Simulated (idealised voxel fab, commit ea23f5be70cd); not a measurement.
process module | voxel capacitor over wiring
cross-section cut | 295 nm wide | cells 5 nm
A cross-section is a grid of square cells, given in bands from the top down. A band is one or more rows of cells.
Each band's line starts with the height of the band's top and of its bottom, in nm. Then come its materials from left to right, each with its width in nm. One material with "throughout" fills the band from edge to edge. "air" is empty space.
Height 0 is the level under which the wafer as received is all one material. The lowest band goes on downwards, as in "0 down".
A width such as "30 to 40" changes by the same amount from each row of cells to the next, from the band's top row to its bottom row.
"no change" after a step means that no cell of the cross-section changed.
closed voids: empty space of 8 cells or more with no open way to the top, each as width x height at its distance from the left edge, in nm
after a step's settings: what the simulator itself notes on the step
overlay nm, on a step with a mask: how far to the right of its planned place the mask lay; to the left if negative
plan
1 op RECEIVE | material Si
2 op CONFORMAL_DEP | material SiO2 | thk nm 10
3 op CONFORMAL_DEP | material SiCN | thk nm 5
4 op DIRECTIONAL_DEP | material SiO2 | thk nm 15
5 op DIRECTIONAL_DEP | material aC | thk nm 10
6 op PATTERN | tone open | mask id METAL_1 | material resist | width nm 20 | pitch nm 80 | thk nm 25 | overlay nm 0
7 op DIRECTIONAL_ETCH | etch materials aC | depth nm 10
8 op STRIP | etch materials resist
9 op DIRECTIONAL_ETCH | etch materials SiO2 | depth nm 15
10 op DIRECTIONAL_ETCH | etch materials SiCN | depth nm 5
11 op STRIP | etch materials aC
12 op CONFORMAL_DEP | material TiN | thk nm 5
13 op FILL_DEP | material Cu | thk nm 10
14 op CMP | height nm 30
15 op CONFORMAL_DEP | material SiCN | thk nm 5
16 op DIRECTIONAL_DEP | material lowk | thk nm 15
17 op DIRECTIONAL_DEP | material aC | thk nm 10
18 op PATTERN | tone open | mask id PLUG_1 | material resist | width nm 15 | thk nm 30 | overlay nm 0
19 op DIRECTIONAL_ETCH | etch materials aC | depth nm 10
20 op STRIP | etch materials resist
21 op DIRECTIONAL_ETCH | etch materials lowk | depth nm 15
22 op DIRECTIONAL_ETCH | etch materials SiCN | depth nm 5
23 op STRIP | etch materials aC
24 op CONFORMAL_DEP | material TiN | thk nm 5
25 op FILL_DEP | material Ru | thk nm 10
26 op CMP | height nm 50
27 op DIRECTIONAL_DEP | material TiN | thk nm 5
28 op DIRECTIONAL_DEP | material SiN | thk nm 5
29 op DIRECTIONAL_DEP | material TiN | thk nm 10
30 op PATTERN | tone cover | mask id UPPER_PLATE | material resist | width nm 65 | thk nm 15 | overlay nm 0
31 op DIRECTIONAL_ETCH | etch materials TiN | depth nm 10
32 op DIRECTIONAL_ETCH | etch materials SiN | depth nm 5
33 op STRIP | etch materials resist
34 op DIRECTIONAL_DEP | material aC | thk nm 10
35 op PATTERN | tone cover | mask id LOWER_PLATE | material resist | width nm 75 | thk nm 25 | overlay nm 0
36 op DIRECTIONAL_ETCH | etch materials aC | depth nm 10
37 op STRIP | etch materials resist
38 op DIRECTIONAL_ETCH | etch materials TiN | depth nm 5
39 op STRIP | etch materials aC
40 op FILL_DEP | material SiO2 | thk nm 20
41 op CMP | height nm 85
42 op PATTERN | tone open | mask id PLUG_2 | material resist | width nm 15 | thk nm 15 | overlay nm 0
43 op DIRECTIONAL_ETCH | etch materials SiO2 | depth nm 15
44 op STRIP | etch materials resist
45 op CONFORMAL_DEP | material TiN | thk nm 5
46 op FILL_DEP | material Ru | thk nm 5
47 op CMP | height nm 85
48 op CONFORMAL_DEP | material SiN | thk nm 5
first wafer, as planned
as received, after step 1
  0 down: Si throughout
  closed voids: none
after step 2
  10 to 0: SiO2 throughout
  below 0: unchanged
after step 3
  15 to 10: SiCN throughout
  below 10: unchanged
after step 4
  30 to 15: SiO2 throughout
  below 15: unchanged
after step 5
  40 to 30: aC throughout
  below 30: unchanged
after step 6
  65 to 40: resist 95 | air 20 | resist 60 | air 20 | resist 100
  below 40: unchanged
after step 7
  55 to 40: resist 95 | air 20 | resist 60 | air 20 | resist 100
  40 to 30: aC 95 | air 20 | aC 60 | air 20 | aC 100
  below 30: unchanged
after step 8
  40 to 30: aC 95 | air 20 | aC 60 | air 20 | aC 100
  below 30: unchanged
after step 9
  40 to 30: aC 95 | air 20 | aC 60 | air 20 | aC 100
  30 to 15: SiO2 95 | air 20 | SiO2 60 | air 20 | SiO2 100
  below 15: unchanged
after step 10
  40 to 30: aC 95 | air 20 | aC 60 | air 20 | aC 100
  30 to 15: SiO2 95 | air 20 | SiO2 60 | air 20 | SiO2 100
  15 to 10: SiCN 95 | air 20 | SiCN 60 | air 20 | SiCN 100
  below 10: unchanged
after step 11
  30 to 15: SiO2 95 | air 20 | SiO2 60 | air 20 | SiO2 100
  below 15: unchanged
after step 12
  35 to 30: TiN 100 | air 10 | TiN 70 | air 10 | TiN 105
  30 to 15: SiO2 95 | TiN 5 | air 10 | TiN 5 | SiO2 60 | TiN 5 | air 10 | TiN 5 | SiO2 100
  15 to 10: SiCN 95 | TiN 20 | SiCN 60 | TiN 20 | SiCN 100
  below 10: unchanged
after step 13
  45 to 35: Cu throughout
  35 to 30: TiN 100 | Cu 10 | TiN 70 | Cu 10 | TiN 105
  30 to 15: SiO2 95 | TiN 5 | Cu 10 | TiN 5 | SiO2 60 | TiN 5 | Cu 10 | TiN 5 | SiO2 100
  below 15: unchanged
after step 14
  30 to 15: SiO2 95 | TiN 5 | Cu 10 | TiN 5 | SiO2 60 | TiN 5 | Cu 10 | TiN 5 | SiO2 100
  below 15: unchanged
after step 15
  35 to 30: SiCN throughout
  below 30: unchanged
after step 16
  50 to 35: lowk throughout
  below 35: unchanged
after step 17
  60 to 50: aC throughout
  below 50: unchanged
after step 18
  90 to 60: resist 100 | air 15 | resist 180
  below 60: unchanged
after step 19
  80 to 60: resist 100 | air 15 | resist 180
  60 to 50: aC 100 | air 15 | aC 180
  below 50: unchanged
after step 20
  60 to 50: aC 100 | air 15 | aC 180
  below 50: unchanged
after step 21
  60 to 50: aC 100 | air 15 | aC 180
  50 to 35: lowk 100 | air 15 | lowk 180
  below 35: unchanged
after step 22
  60 to 50: aC 100 | air 15 | aC 180
  50 to 35: lowk 100 | air 15 | lowk 180
  35 to 30: SiCN 100 | air 15 | SiCN 180
  below 30: unchanged
after step 23
  50 to 35: lowk 100 | air 15 | lowk 180
  below 35: unchanged
after step 24
  55 to 50: TiN 105 | air 5 | TiN 185
  50 to 35: lowk 100 | TiN 5 | air 5 | TiN 5 | lowk 180
  35 to 30: SiCN 100 | TiN 15 | SiCN 180
  below 30: unchanged
after step 25
  65 to 55: Ru throughout
  55 to 50: TiN 105 | Ru 5 | TiN 185
  50 to 35: lowk 100 | TiN 5 | Ru 5 | TiN 5 | lowk 180
  below 35: unchanged
after step 26
  50 to 35: lowk 100 | TiN 5 | Ru 5 | TiN 5 | lowk 180
  below 35: unchanged
after step 27
  55 to 50: TiN throughout
  below 50: unchanged
after step 28
  60 to 55: SiN throughout
  below 55: unchanged
after step 29
  70 to 60: TiN throughout
  below 60: unchanged
after step 30
  85 to 70: air 100 | resist 65 | air 130
  below 70: unchanged
after step 31
  85 to 70: air 100 | resist 65 | air 130
  70 to 60: air 100 | TiN 65 | air 130
  below 60: unchanged
after step 32
  85 to 70: air 100 | resist 65 | air 130
  70 to 60: air 100 | TiN 65 | air 130
  60 to 55: air 100 | SiN 65 | air 130
  below 55: unchanged
after step 33
  70 to 60: air 100 | TiN 65 | air 130
  below 60: unchanged
after step 34
  80 to 70: air 100 | aC 65 | air 130
  70 to 65: air 100 | TiN 65 | air 130
  65 to 60: aC 100 | TiN 65 | aC 130
  60 to 55: aC 100 | SiN 65 | aC 130
  below 55: unchanged
after step 35
  105 to 80: air 95 | resist 75 | air 125
  80 to 70: air 95 | resist 5 | aC 65 | resist 5 | air 125
  70 to 65: air 95 | resist 5 | TiN 65 | resist 5 | air 125
  below 65: unchanged
after step 36
  95 to 80: air 95 | resist 75 | air 125
  80 to 70: air 95 | resist 5 | aC 65 | resist 5 | air 125
  70 to 65: air 95 | resist 5 | TiN 65 | resist 5 | air 125
  65 to 60: air 95 | aC 5 | TiN 65 | aC 5 | air 125
  60 to 55: air 95 | aC 5 | SiN 65 | aC 5 | air 125
  below 55: unchanged
after step 37
  80 to 70: air 100 | aC 65 | air 130
  70 to 65: air 100 | TiN 65 | air 130
  below 65: unchanged
after step 38
  80 to 70: air 100 | aC 65 | air 130
  70 to 65: air 100 | TiN 65 | air 130
  65 to 60: air 95 | aC 5 | TiN 65 | aC 5 | air 125
  60 to 55: air 95 | aC 5 | SiN 65 | aC 5 | air 125
  55 to 50: air 95 | TiN 75 | air 125
  below 50: unchanged
after step 39
  70 to 60: air 100 | TiN 65 | air 130
  60 to 55: air 100 | SiN 65 | air 130
  below 55: unchanged
after step 40
  90 to 70: SiO2 throughout
  70 to 60: SiO2 100 | TiN 65 | SiO2 130
  60 to 55: SiO2 100 | SiN 65 | SiO2 130
  55 to 50: SiO2 95 | TiN 75 | SiO2 125
  below 50: unchanged
after step 41
  85 to 70: SiO2 throughout
  below 70: unchanged
after step 42
  100 to 85: resist 110 | air 15 | resist 170
  below 85: unchanged
after step 43
  100 to 85: resist 110 | air 15 | resist 170
  85 to 70: SiO2 110 | air 15 | SiO2 170
  below 70: unchanged
after step 44
  85 to 70: SiO2 110 | air 15 | SiO2 170
  below 70: unchanged
after step 45
  90 to 85: TiN 115 | air 5 | TiN 175
  85 to 75: SiO2 110 | TiN 5 | air 5 | TiN 5 | SiO2 170
  75 to 70: SiO2 110 | TiN 15 | SiO2 170
  below 70: unchanged
after step 46
  95 to 90: Ru throughout
  90 to 85: TiN 115 | Ru 5 | TiN 175
  85 to 75: SiO2 110 | TiN 5 | Ru 5 | TiN 5 | SiO2 170
  below 75: unchanged
after step 47
  85 to 75: SiO2 110 | TiN 5 | Ru 5 | TiN 5 | SiO2 170
  below 75: unchanged
after step 48
  90 to 85: SiN throughout
  below 85: unchanged
second wafer: like start, like plan, one mistake. Through step 2 it matches the first wafer
when step 3 should have ended
  25 to 0: SiO2 throughout
  below 0: unchanged
when step 4 should have ended
  30 to 25: SiCN throughout
  below 25: unchanged
when step 5 should have ended
  40 to 30: aC throughout
  below 30: unchanged
when step 6 should have ended
  65 to 40: resist 95 | air 20 | resist 60 | air 20 | resist 100
  below 40: unchanged
when step 7 should have ended
  55 to 40: resist 95 | air 20 | resist 60 | air 20 | resist 100
  40 to 30: aC 95 | air 20 | aC 60 | air 20 | aC 100
  below 30: unchanged
when step 8 should have ended
  40 to 30: aC 95 | air 20 | aC 60 | air 20 | aC 100
  below 30: unchanged
when step 9 should have ended: no change
when step 10 should have ended
  40 to 30: aC 95 | air 20 | aC 60 | air 20 | aC 100
  30 to 25: SiCN 95 | air 20 | SiCN 60 | air 20 | SiCN 100
  below 25: unchanged
when step 11 should have ended
  30 to 25: SiCN 95 | air 20 | SiCN 60 | air 20 | SiCN 100
  below 25: unchanged
when step 12 should have ended
  35 to 30: TiN 100 | air 10 | TiN 70 | air 10 | TiN 105
  30 to 25: SiCN 95 | TiN 20 | SiCN 60 | TiN 20 | SiCN 100
  below 25: unchanged
when step 13 should have ended
  45 to 35: Cu throughout
  35 to 30: TiN 100 | Cu 10 | TiN 70 | Cu 10 | TiN 105
  below 30: unchanged
when step 14 should have ended
  30 to 25: SiCN 95 | TiN 20 | SiCN 60 | TiN 20 | SiCN 100
  below 25: unchanged
when step 15 should have ended
  35 to 30: SiCN throughout
  below 30: unchanged
when step 16 should have ended
  50 to 35: lowk throughout
  below 35: unchanged
when step 17 should have ended
  60 to 50: aC throughout
  below 50: unchanged
when step 18 should have ended
  90 to 60: resist 100 | air 15 | resist 180
  below 60: unchanged
when step 19 should have ended
  80 to 60: resist 100 | air 15 | resist 180
  60 to 50: aC 100 | air 15 | aC 180
  below 50: unchanged
when step 20 should have ended
  60 to 50: aC 100 | air 15 | aC 180
  below 50: unchanged
when step 21 should have ended
  60 to 50: aC 100 | air 15 | aC 180
  50 to 35: lowk 100 | air 15 | lowk 180
  below 35: unchanged
when step 22 should have ended
  60 to 50: aC 100 | air 15 | aC 180
  50 to 35: lowk 100 | air 15 | lowk 180
  35 to 30: SiCN 100 | air 15 | SiCN 180
  below 30: unchanged
when step 23 should have ended
  50 to 35: lowk 100 | air 15 | lowk 180
  below 35: unchanged
when step 24 should have ended
  55 to 50: TiN 105 | air 5 | TiN 185
  50 to 35: lowk 100 | TiN 5 | air 5 | TiN 5 | lowk 180
  35 to 30: SiCN 100 | TiN 15 | SiCN 180
  below 30: unchanged
when step 25 should have ended
  65 to 55: Ru throughout
  55 to 50: TiN 105 | Ru 5 | TiN 185
  50 to 35: lowk 100 | TiN 5 | Ru 5 | TiN 5 | lowk 180
  below 35: unchanged
when step 26 should have ended
  50 to 35: lowk 100 | TiN 5 | Ru 5 | TiN 5 | lowk 180
  below 35: unchanged
when step 27 should have ended
  55 to 50: TiN throughout
  below 50: unchanged
when step 28 should have ended
  60 to 55: SiN throughout
  below 55: unchanged
when step 29 should have ended
  70 to 60: TiN throughout
  below 60: unchanged
when step 30 should have ended
  85 to 70: air 100 | resist 65 | air 130
  below 70: unchanged
when step 31 should have ended
  85 to 70: air 100 | resist 65 | air 130
  70 to 60: air 100 | TiN 65 | air 130
  below 60: unchanged
when step 32 should have ended
  85 to 70: air 100 | resist 65 | air 130
  70 to 60: air 100 | TiN 65 | air 130
  60 to 55: air 100 | SiN 65 | air 130
  below 55: unchanged
when step 33 should have ended
  70 to 60: air 100 | TiN 65 | air 130
  below 60: unchanged
when step 34 should have ended
  80 to 70: air 100 | aC 65 | air 130
  70 to 65: air 100 | TiN 65 | air 130
  65 to 60: aC 100 | TiN 65 | aC 130
  60 to 55: aC 100 | SiN 65 | aC 130
  below 55: unchanged
when step 35 should have ended
  105 to 80: air 95 | resist 75 | air 125
  80 to 70: air 95 | resist 5 | aC 65 | resist 5 | air 125
  70 to 65: air 95 | resist 5 | TiN 65 | resist 5 | air 125
  below 65: unchanged
when step 36 should have ended
  95 to 80: air 95 | resist 75 | air 125
  80 to 70: air 95 | resist 5 | aC 65 | resist 5 | air 125
  70 to 65: air 95 | resist 5 | TiN 65 | resist 5 | air 125
  65 to 60: air 95 | aC 5 | TiN 65 | aC 5 | air 125
  60 to 55: air 95 | aC 5 | SiN 65 | aC 5 | air 125
  below 55: unchanged
when step 37 should have ended
  80 to 70: air 100 | aC 65 | air 130
  70 to 65: air 100 | TiN 65 | air 130
  below 65: unchanged
when step 38 should have ended
  80 to 70: air 100 | aC 65 | air 130
  70 to 65: air 100 | TiN 65 | air 130
  65 to 60: air 95 | aC 5 | TiN 65 | aC 5 | air 125
  60 to 55: air 95 | aC 5 | SiN 65 | aC 5 | air 125
  55 to 50: air 95 | TiN 75 | air 125
  below 50: unchanged
when step 39 should have ended
  70 to 60: air 100 | TiN 65 | air 130
  60 to 55: air 100 | SiN 65 | air 130
  below 55: unchanged
when step 40 should have ended
  90 to 70: SiO2 throughout
  70 to 60: SiO2 100 | TiN 65 | SiO2 130
  60 to 55: SiO2 100 | SiN 65 | SiO2 130
  55 to 50: SiO2 95 | TiN 75 | SiO2 125
  below 50: unchanged
when step 41 should have ended
  85 to 70: SiO2 throughout
  below 70: unchanged
when step 42 should have ended
  100 to 85: resist 110 | air 15 | resist 170
  below 85: unchanged
when step 43 should have ended
  100 to 85: resist 110 | air 15 | resist 170
  85 to 70: SiO2 110 | air 15 | SiO2 170
  below 70: unchanged
when step 44 should have ended
  85 to 70: SiO2 110 | air 15 | SiO2 170
  below 70: unchanged
when step 45 should have ended
  90 to 85: TiN 115 | air 5 | TiN 175
  85 to 75: SiO2 110 | TiN 5 | air 5 | TiN 5 | SiO2 170
  75 to 70: SiO2 110 | TiN 15 | SiO2 170
  below 70: unchanged
when step 46 should have ended
  95 to 90: Ru throughout
  90 to 85: TiN 115 | Ru 5 | TiN 175
  85 to 75: SiO2 110 | TiN 5 | Ru 5 | TiN 5 | SiO2 170
  below 75: unchanged
when step 47 should have ended
  85 to 75: SiO2 110 | TiN 5 | Ru 5 | TiN 5 | SiO2 170
  below 75: unchanged
when step 48 should have ended
  90 to 85: SiN throughout
  below 85: unchanged
what went wrong: steps 3 and 4 were swapped
at the end the second wafer has, in cells: 12 fewer of Cu | 24 more of SiO2 | 12 fewer of TiN
